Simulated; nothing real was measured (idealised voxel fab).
process module | voxel air gaps
This is section cut - it's 275 nm across, gridded in 5 nm square cells.
Notation: cross-section as square-cell grid; stated in bands, top first, going down; one or more cell rows per band.
Basically the band line says how high the top is and how high the bottom is, in nm, and then what's in it from left to right, every material with its width in nm. Empty space shows up as "empty", and if a single material carries "throughout" it runs the full band edge to edge.
Heads up on the height convention: 0 is the point under which the incoming wafer is all one material, and the lowest band has no bottom, it just keeps going down, like "0 and below".
You'd read "30..40" like this: the band's top row of cells is as wide as the first number, its bottom row is as wide as the second, and going down, every row changes width by the same amount as the row before did.
It should be understood that the words "nothing different", when stated for a given step, signify that the cross-section underwent no change in any of its cells during that step.
So "Enclosed void listing" is basically the list of trapped voids: any empty space of 8 cells or more that can't reach the top through an opening. They're written width x height at distance, the distance being from the left edge, and it's all nm.
Anything after a step's settings on that line? It's the simulator's own note about the step.
"overlay nm" answers the question of how far to the right of plan the mask lay on a step that has a mask, and when it is negative the answer is to the left.
Each of the pairs that make up the rest of this document says: here is the cross-section before one process step, here is the cross-section after it, drawn only down to the lowest band that changed, and here, under the pair, is the step lying between them with its settings. Different pairs may come from different runs of this module on the same starting wafer, so a pair continues from the pair above it only where its entry headed "Preceding state" says so.

# Preceding state
	70 down to 50: resist 65 nm, then empty 20 nm, then resist 30 nm, then empty 20 nm, then resist 30 nm, then empty 20 nm, then resist 90 nm
	50 down to 15: SiO2 throughout
	15 down to 10: SiCN throughout
	10 down to 0: SiO2 throughout
	0 and below: Si throughout
	Enclosed void listing: none

# Section, Post-Step
	70 down to 50: resist 65 nm, then empty 20 nm, then resist 30 nm, then empty 20 nm, then resist 30 nm, then empty 20 nm, then resist 90 nm
	50 down to 15: SiO2 65 nm, then empty 20 nm, then SiO2 30 nm, then empty 20 nm, then SiO2 30 nm, then empty 20 nm, then SiO2 90 nm
	No changes below 15.
	Enclosed void listing: none
Can you say which step sits between the two cross-sections above? DIRECTIONAL_ETCH, etch materials SiO2, depth nm 35

Preceding state: It is represented by the cross-section appearing after the step of the pair directly above.

# Section, Post-Step
	50 down to 15: SiO2 65 nm, then empty 20 nm, then SiO2 30 nm, then empty 20 nm, then SiO2 30 nm, then empty 20 nm, then SiO2 90 nm
	No changes below 15.
	Enclosed void listing: none
Can you say which step sits between the two cross-sections above? STRIP, etch materials resist

Preceding state: It is represented by the cross-section appearing after the step of the pair directly above.

# Section, Post-Step
	55 down to 50: TiN 70 nm, then empty 10 nm, then TiN 40 nm, then empty 10 nm, then TiN 40 nm, then empty 10 nm, then TiN 95 nm
	50 down to 20: SiO2 65 nm, then TiN 5 nm, then empty 10 nm, then TiN 5 nm, then SiO2 30 nm, then TiN 5 nm, then empty 10 nm, then TiN 5 nm, then SiO2 30 nm, then TiN 5 nm, then empty 10 nm, then TiN 5 nm, then SiO2 90 nm
	20 down to 15: SiO2 65 nm, then TiN 20 nm, then SiO2 30 nm, then TiN 20 nm, then SiO2 30 nm, then TiN 20 nm, then SiO2 90 nm
	No changes below 15.
	Enclosed void listing: none
Can you say which step sits between the two cross-sections above? CONFORMAL_DEP, material TiN, thk nm 5

Preceding state: It is represented by the cross-section appearing after the step of the pair directly above.

# Section, Post-Step
	65 down to 55: Cu throughout
	55 down to 50: TiN 70 nm, then Cu 10 nm, then TiN 40 nm, then Cu 10 nm, then TiN 40 nm, then Cu 10 nm, then TiN 95 nm
	50 down to 20: SiO2 65 nm, then TiN 5 nm, then Cu 10 nm, then TiN 5 nm, then SiO2 30 nm, then TiN 5 nm, then Cu 10 nm, then TiN 5 nm, then SiO2 30 nm, then TiN 5 nm, then Cu 10 nm, then TiN 5 nm, then SiO2 90 nm
	No changes below 20.
	Enclosed void listing: none
Can you say which step sits between the two cross-sections above? FILL_DEP, material Cu, thk nm 10

Preceding state: It is represented by the cross-section appearing after the step of the pair directly above.

# Section, Post-Step
	50 down to 20: SiO2 65 nm, then TiN 5 nm, then Cu 10 nm, then TiN 5 nm, then SiO2 30 nm, then TiN 5 nm, then Cu 10 nm, then TiN 5 nm, then SiO2 30 nm, then TiN 5 nm, then Cu 10 nm, then TiN 5 nm, then SiO2 90 nm
	No changes below 20.
	Enclosed void listing: none
Can you say which step sits between the two cross-sections above? CMP, height nm 50

Preceding state: It is represented by the cross-section appearing after the step of the pair directly above.

# Section, Post-Step
	60 down to 50: empty 55 nm, then Ru 40 nm, then empty 10 nm, then Ru 40 nm, then empty 10 nm, then Ru 40 nm, then empty 80 nm
	No changes below 50.
	Enclosed void listing: none
Can you say which step sits between the two cross-sections above? EPI, material Ru, thk nm 10

Preceding state: It is represented by the cross-section appearing after the step of the pair directly above.

# Section, Post-Step
	60 down to 50: empty 55 nm, then Ru 40 nm, then empty 10 nm, then Ru 40 nm, then empty 10 nm, then Ru 40 nm, then empty 80 nm
	50 down to 20: empty 65 nm, then TiN 5 nm, then Cu 10 nm, then TiN 5 nm, then empty 30 nm, then TiN 5 nm, then Cu 10 nm, then TiN 5 nm, then empty 30 nm, then TiN 5 nm, then Cu 10 nm, then TiN 5 nm, then empty 90 nm
	20 down to 15: empty 65 nm, then TiN 20 nm, then empty 30 nm, then TiN 20 nm, then empty 30 nm, then TiN 20 nm, then empty 90 nm
	No changes below 15.
	Enclosed void listing: none
Can you say which step sits between the two cross-sections above? SELECTIVE_ETCH, etch materials SiO2, depth nm 45

Preceding state: It is represented by the cross-section appearing after the step of the pair directly above.

# Section, Post-Step
	65 down to 60: empty 50 nm, then SiCN 150 nm, then empty 75 nm
	60 down to 50: empty 50 nm, then SiCN 5 nm, then Ru 40 nm, then SiCN 10 nm, then Ru 40 nm, then SiCN 10 nm, then Ru 40 nm, then SiCN 5 nm, then empty 75 nm
	50 down to 45: empty 50 nm, then SiCN 15 nm, then TiN 5 nm, then Cu 10 nm, then TiN 5 nm, then SiCN 30 nm, then TiN 5 nm, then Cu 10 nm, then TiN 5 nm, then SiCN 30 nm, then TiN 5 nm, then Cu 10 nm, then TiN 5 nm, then SiCN 15 nm, then empty 75 nm
	45 down to 20: empty 60 nm, then SiCN 5 nm, then TiN 5 nm, then Cu 10 nm, then TiN 5 nm, then SiCN 5 nm, then empty 20 nm, then SiCN 5 nm, then TiN 5 nm, then Cu 10 nm, then TiN 5 nm, then SiCN 5 nm, then empty 20 nm, then SiCN 5 nm, then TiN 5 nm, then Cu 10 nm, then TiN 5 nm, then SiCN 5 nm, then empty 85 nm
	20 down to 15: SiCN 65 nm, then TiN 20 nm, then SiCN 30 nm, then TiN 20 nm, then SiCN 30 nm, then TiN 20 nm, then SiCN 90 nm
	No changes below 15.
	Enclosed void listing: 20 x 25 at 90; 20 x 25 at 140
Can you say which step sits between the two cross-sections above? CONFORMAL_DEP, material SiCN, thk nm 5

# Preceding state
	0 and below: Si throughout
	Enclosed void listing: none

# Section, Post-Step
	10 down to 0: Ru throughout
	No changes below 0.
	Enclosed void listing: none
Can you say which step sits between the two cross-sections above? CONFORMAL_DEP, material Ru, thk nm 10

Preceding state: It is represented by the cross-section appearing after the step of the pair directly above.

# Section, Post-Step
	15 down to 10: SiCN throughout
	No changes below 10.
	Enclosed void listing: none
Can you say which step sits between the two cross-sections above? CONFORMAL_DEP, material SiCN, thk nm 5

Preceding state: It is represented by the cross-section appearing after the step of the pair directly above.

# Section, Post-Step
	50 down to 15: SiO2 throughout
	No changes below 15.
	Enclosed void listing: none
Can you say which step sits between the two cross-sections above? DIRECTIONAL_DEP, material SiO2, thk nm 35

Preceding state: It is represented by the cross-section appearing after the step of the pair directly above.

# Section, Post-Step
	70 down to 50: resist 75 nm, then empty 20 nm, then resist 30 nm, then empty 20 nm, then resist 30 nm, then empty 20 nm, then resist 80 nm
	No changes below 50.
	Enclosed void listing: none
Can you say which step sits between the two cross-sections above? PATTERN, tone open, mask id LINES, material resist, width nm 20, pitch nm 50, thk nm 20, overlay nm 0

Preceding state: It is represented by the cross-section appearing after the step of the pair directly above.

# Section, Post-Step
	70 down to 50: resist 75 nm, then empty 20 nm, then resist 30 nm, then empty 20 nm, then resist 30 nm, then empty 20 nm, then resist 80 nm
	50 down to 15: SiO2 75 nm, then empty 20 nm, then SiO2 30 nm, then empty 20 nm, then SiO2 30 nm, then empty 20 nm, then SiO2 80 nm
	No changes below 15.
	Enclosed void listing: none
Can you say which step sits between the two cross-sections above? DIRECTIONAL_ETCH, etch materials SiO2, depth nm 35

Preceding state: It is represented by the cross-section appearing after the step of the pair directly above.

# Section, Post-Step
	50 down to 15: SiO2 75 nm, then empty 20 nm, then SiO2 30 nm, then empty 20 nm, then SiO2 30 nm, then empty 20 nm, then SiO2 80 nm
	No changes below 15.
	Enclosed void listing: none
Can you say which step sits between the two cross-sections above? STRIP, etch materials resist

Preceding state: It is represented by the cross-section appearing after the step of the pair directly above.

# Section, Post-Step
	55 down to 50: TiN 80 nm, then empty 10 nm, then TiN 40 nm, then empty 10 nm, then TiN 40 nm, then empty 10 nm, then TiN 85 nm
	50 down to 20: SiO2 75 nm, then TiN 5 nm, then empty 10 nm, then TiN 5 nm, then SiO2 30 nm, then TiN 5 nm, then empty 10 nm, then TiN 5 nm, then SiO2 30 nm, then TiN 5 nm, then empty 10 nm, then TiN 5 nm, then SiO2 80 nm
	20 down to 15: SiO2 75 nm, then TiN 20 nm, then SiO2 30 nm, then TiN 20 nm, then SiO2 30 nm, then TiN 20 nm, then SiO2 80 nm
	No changes below 15.
	Enclosed void listing: none
Can you say which step sits between the two cross-sections above? CONFORMAL_DEP, material TiN, thk nm 5

Preceding state: It is represented by the cross-section appearing after the step of the pair directly above.

# Section, Post-Step
	65 down to 55: Cu throughout
	55 down to 50: TiN 80 nm, then Cu 10 nm, then TiN 40 nm, then Cu 10 nm, then TiN 40 nm, then Cu 10 nm, then TiN 85 nm
	50 down to 20: SiO2 75 nm, then TiN 5 nm, then Cu 10 nm, then TiN 5 nm, then SiO2 30 nm, then TiN 5 nm, then Cu 10 nm, then TiN 5 nm, then SiO2 30 nm, then TiN 5 nm, then Cu 10 nm, then TiN 5 nm, then SiO2 80 nm
	No changes below 20.
	Enclosed void listing: none
Can you say which step sits between the two cross-sections above? FILL_DEP, material Cu, thk nm 10

Preceding state: It is represented by the cross-section appearing after the step of the pair directly above.

# Section, Post-Step
	50 down to 20: SiO2 75 nm, then TiN 5 nm, then Cu 10 nm, then TiN 5 nm, then SiO2 30 nm, then TiN 5 nm, then Cu 10 nm, then TiN 5 nm, then SiO2 30 nm, then TiN 5 nm, then Cu 10 nm, then TiN 5 nm, then SiO2 80 nm
	No changes below 20.
	Enclosed void listing: none
Can you say which step sits between the two cross-sections above? CMP, height nm 50

Preceding state: It is represented by the cross-section appearing after the step of the pair directly above.

# Section, Post-Step
	60 down to 50: empty 65 nm, then Ru 40 nm, then empty 10 nm, then Ru 40 nm, then empty 10 nm, then Ru 40 nm, then empty 70 nm
	No changes below 50.
	Enclosed void listing: none
Can you say which step sits between the two cross-sections above? EPI, material Ru, thk nm 10

Preceding state: It is represented by the cross-section appearing after the step of the pair directly above.

# Section, Post-Step
	60 down to 50: empty 65 nm, then Ru 40 nm, then empty 10 nm, then Ru 40 nm, then empty 10 nm, then Ru 40 nm, then empty 70 nm
	50 down to 20: empty 75 nm, then TiN 5 nm, then Cu 10 nm, then TiN 5 nm, then empty 30 nm, then TiN 5 nm, then Cu 10 nm, then TiN 5 nm, then empty 30 nm, then TiN 5 nm, then Cu 10 nm, then TiN 5 nm, then empty 80 nm
	20 down to 15: empty 75 nm, then TiN 20 nm, then empty 30 nm, then TiN 20 nm, then empty 30 nm, then TiN 20 nm, then empty 80 nm
	No changes below 15.
	Enclosed void listing: none
Can you say which step sits between the two cross-sections above? SELECTIVE_ETCH, etch materials SiO2, depth nm 45

Preceding state: It is represented by the cross-section appearing after the step of the pair directly above.

# Section, Post-Step
	65 down to 60: empty 60 nm, then SiCN 150 nm, then empty 65 nm
	60 down to 50: empty 60 nm, then SiCN 5 nm, then Ru 40 nm, then SiCN 10 nm, then Ru 40 nm, then SiCN 10 nm, then Ru 40 nm, then SiCN 5 nm, then empty 65 nm
	50 down to 45: empty 60 nm, then SiCN 15 nm, then TiN 5 nm, then Cu 10 nm, then TiN 5 nm, then SiCN 30 nm, then TiN 5 nm, then Cu 10 nm, then TiN 5 nm, then SiCN 30 nm, then TiN 5 nm, then Cu 10 nm, then TiN 5 nm, then SiCN 15 nm, then empty 65 nm
	45 down to 20: empty 70 nm, then SiCN 5 nm, then TiN 5 nm, then Cu 10 nm, then TiN 5 nm, then SiCN 5 nm, then empty 20 nm, then SiCN 5 nm, then TiN 5 nm, then Cu 10 nm, then TiN 5 nm, then SiCN 5 nm, then empty 20 nm, then SiCN 5 nm, then TiN 5 nm, then Cu 10 nm, then TiN 5 nm, then SiCN 5 nm, then empty 75 nm
	20 down to 15: SiCN 75 nm, then TiN 20 nm, then SiCN 30 nm, then TiN 20 nm, then SiCN 30 nm, then TiN 20 nm, then SiCN 80 nm
	No changes below 15.
	Enclosed void listing: 20 x 25 at 100; 20 x 25 at 150
Can you say which step sits between the two cross-sections above? CONFORMAL_DEP, material SiCN, thk nm 5

# Preceding state
	50 down to 15: SiO2 throughout
	15 down to 10: SiCN throughout
	10 down to 0: SiO2 throughout
	0 and below: Si throughout
	Enclosed void listing: none

# Section, Post-Step
	70 down to 50: empty 75 nm, then resist 20 nm, then empty 30 nm, then resist 20 nm, then empty 30 nm, then resist 20 nm, then empty 80 nm
	No changes below 50.
	Enclosed void listing: none
Can you say which step sits between the two cross-sections above? PATTERN, tone cover, mask id LINES, material resist, width nm 20, pitch nm 50, thk nm 20, overlay nm 0

Preceding state: It is represented by the cross-section appearing after the step of the pair directly above.

# Section, Post-Step
	70 down to 50: empty 75 nm, then resist 20 nm, then empty 30 nm, then resist 20 nm, then empty 30 nm, then resist 20 nm, then empty 80 nm
	50 down to 15: empty 75 nm, then SiO2 20 nm, then empty 30 nm, then SiO2 20 nm, then empty 30 nm, then SiO2 20 nm, then empty 80 nm
	No changes below 15.
	Enclosed void listing: none
Can you say which step sits between the two cross-sections above? DIRECTIONAL_ETCH, etch materials SiO2, depth nm 35

Preceding state: It is represented by the cross-section appearing after the step of the pair directly above.

# Section, Post-Step
	50 down to 15: empty 75 nm, then SiO2 20 nm, then empty 30 nm, then SiO2 20 nm, then empty 30 nm, then SiO2 20 nm, then empty 80 nm
	No changes below 15.
	Enclosed void listing: none
Can you say which step sits between the two cross-sections above? STRIP, etch materials resist

Preceding state: It is represented by the cross-section appearing after the step of the pair directly above.

# Section, Post-Step
	55 down to 50: empty 70 nm, then TiN 30 nm, then empty 20 nm, then TiN 30 nm, then empty 20 nm, then TiN 30 nm, then empty 75 nm
	50 down to 20: empty 70 nm, then TiN 5 nm, then SiO2 20 nm, then TiN 5 nm, then empty 20 nm, then TiN 5 nm, then SiO2 20 nm, then TiN 5 nm, then empty 20 nm, then TiN 5 nm, then SiO2 20 nm, then TiN 5 nm, then empty 75 nm
	20 down to 15: TiN 75 nm, then SiO2 20 nm, then TiN 30 nm, then SiO2 20 nm, then TiN 30 nm, then SiO2 20 nm, then TiN 80 nm
	No changes below 15.
	Enclosed void listing: none
Can you say which step sits between the two cross-sections above? CONFORMAL_DEP, material TiN, thk nm 5

Preceding state: It is represented by the cross-section appearing after the step of the pair directly above.

# Section, Post-Step
	65 down to 55: Cu throughout
	55 down to 50: Cu 70 nm, then TiN 30 nm, then Cu 20 nm, then TiN 30 nm, then Cu 20 nm, then TiN 30 nm, then Cu 75 nm
	50 down to 20: Cu 70 nm, then TiN 5 nm, then SiO2 20 nm, then TiN 5 nm, then Cu 20 nm, then TiN 5 nm, then SiO2 20 nm, then TiN 5 nm, then Cu 20 nm, then TiN 5 nm, then SiO2 20 nm, then TiN 5 nm, then Cu 75 nm
	No changes below 20.
	Enclosed void listing: none
Can you say which step sits between the two cross-sections above? FILL_DEP, material Cu, thk nm 10

Preceding state: It is represented by the cross-section appearing after the step of the pair directly above.

# Section, Post-Step
	50 down to 20: Cu 70 nm, then TiN 5 nm, then SiO2 20 nm, then TiN 5 nm, then Cu 20 nm, then TiN 5 nm, then SiO2 20 nm, then TiN 5 nm, then Cu 20 nm, then TiN 5 nm, then SiO2 20 nm, then TiN 5 nm, then Cu 75 nm
	No changes below 20.
	Enclosed void listing: none
Can you say which step sits between the two cross-sections above? CMP, height nm 50

Preceding state: It is represented by the cross-section appearing after the step of the pair directly above.

# Section, Post-Step
	60 down to 50: Ru throughout
	No changes below 50.
	Enclosed void listing: none
Can you say which step sits between the two cross-sections above? EPI, material Ru, thk nm 10

Preceding state: It is represented by the cross-section appearing after the step of the pair directly above.

# Section, Post-Step
	65 down to 60: SiCN throughout
	No changes below 60.
	Enclosed void listing: none
Can you say which step sits between the two cross-sections above? CONFORMAL_DEP, material SiCN, thk nm 5
